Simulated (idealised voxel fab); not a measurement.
process module | voxel self aligned vias
cross-section cut | 270 nm wide | cells 5 nm
A cross-section is a grid of square cells, given in bands from the top down. A band is one or more rows of cells.
Each band's line starts with the height of the band's top and of its bottom, in nm. Then come its materials from left to right, each with its width in nm. One material with "throughout" fills the band from edge to edge. "air" is empty space.
Height 0 is the level under which the wafer as received is all one material. The lowest band goes on downwards, as in "0 down".
A width such as "30 to 40" changes by the same amount from each row of cells to the next, from the band's top row to its bottom row.
"no change" after a step means that no cell of the cross-section changed.
closed voids: empty space of 8 cells or more with no open way to the top, each as width x height at its distance from the left edge, in nm
after a step's settings: what the simulator itself notes on the step
overlay nm, on a step with a mask: how far to the right of its planned place the mask lay; to the left if negative
plan
1 op RECEIVE | material Si
2 op CONFORMAL_DEP | material SiO2 | thk nm 15
3 op CONFORMAL_DEP | material SiCN | thk nm 5
4 op DIRECTIONAL_DEP | material SiO2 | thk nm 25
5 op MASKED_ETCH | tone open | mask id LINES | width nm 30 | pitch nm 80 | etch materials SiO2 | depth nm 25 | overlay nm 0
6 op CONFORMAL_DEP | material TiN | thk nm 5
7 op FILL_DEP | material W | thk nm 10
8 op CMP | height nm 45
9 op SELECTIVE_ETCH | etch materials W Ru TiN | depth nm 10
10 op FILL_DEP | material SiN | thk nm 10
11 op CMP | height nm 45
12 op DIRECTIONAL_DEP | material SiO2 | thk nm 15
13 op PATTERN | tone open | mask id VIAS | material resist | width nm 50 | pitch nm 80 | thk nm 20 | overlay nm 0
14 op DIRECTIONAL_ETCH | etch materials SiO2 | depth nm 15
15 op DIRECTIONAL_ETCH | etch materials SiN | depth nm 10
16 op STRIP | etch materials resist
17 op CONFORMAL_DEP | material TiN | thk nm 5
18 op FILL_DEP | material W | thk nm 10
19 op CMP | height nm 60
20 op CONFORMAL_DEP | material SiCN | thk nm 5
as received, after step 1
  0 down: Si throughout
  closed voids: none
first wafer at the end, as planned
  65 to 60: SiCN throughout
  60 to 50: SiO2 70 | TiN 5 | W 40 | TiN 5 | SiO2 30 | TiN 5 | W 40 | TiN 5 | SiO2 70
  50 to 40: SiO2 70 to 80 | TiN 15 to 5 | W 20 | TiN 15 to 5 | SiO2 30 to 50 | TiN 15 to 5 | W 20 | TiN 15 to 5 | SiO2 70 to 80
  40 to 35: SiO2 80 | TiN 30 | SiO2 50 | TiN 30 | SiO2 80
  35 to 25: SiO2 80 | TiN 5 | W 20 | TiN 5 | SiO2 50 | TiN 5 | W 20 | TiN 5 | SiO2 80
  25 to 20: SiO2 80 | TiN 30 | SiO2 50 | TiN 30 | SiO2 80
  20 to 15: SiCN throughout
  15 to 0: SiO2 throughout
  0 down: Si throughout
  closed voids: none
second wafer at the end: like start, like plan, one mistake
  65 to 60: SiCN throughout
  60 to 45: SiO2 70 | TiN 5 | W 40 | TiN 5 | SiO2 30 | TiN 5 | W 40 | TiN 5 | SiO2 70
  45 to 40: SiN 70 | TiN 5 | W 40 | TiN 5 | SiN 30 | TiN 5 | W 40 | TiN 5 | SiN 70
  40 to 35: SiN 70 | TiN 50 | SiN 30 | TiN 50 | SiN 70
  35 to 30: TiN 85 | W 20 | TiN 60 | W 20 | TiN 85
  30 to 10: SiO2 80 | TiN 5 | W 20 | TiN 5 | SiO2 50 | TiN 5 | W 20 | TiN 5 | SiO2 80
  10 to 5: SiO2 80 | TiN 30 | SiO2 50 | TiN 30 | SiO2 80
  5 to 0: SiCN throughout
  0 down: Si throughout
  closed voids: none
what went wrong: step 2 was left out
at the end the second wafer has, in cells: 68 more of SiN | 162 fewer of SiO2 | 54 more of TiN | 40 more of W
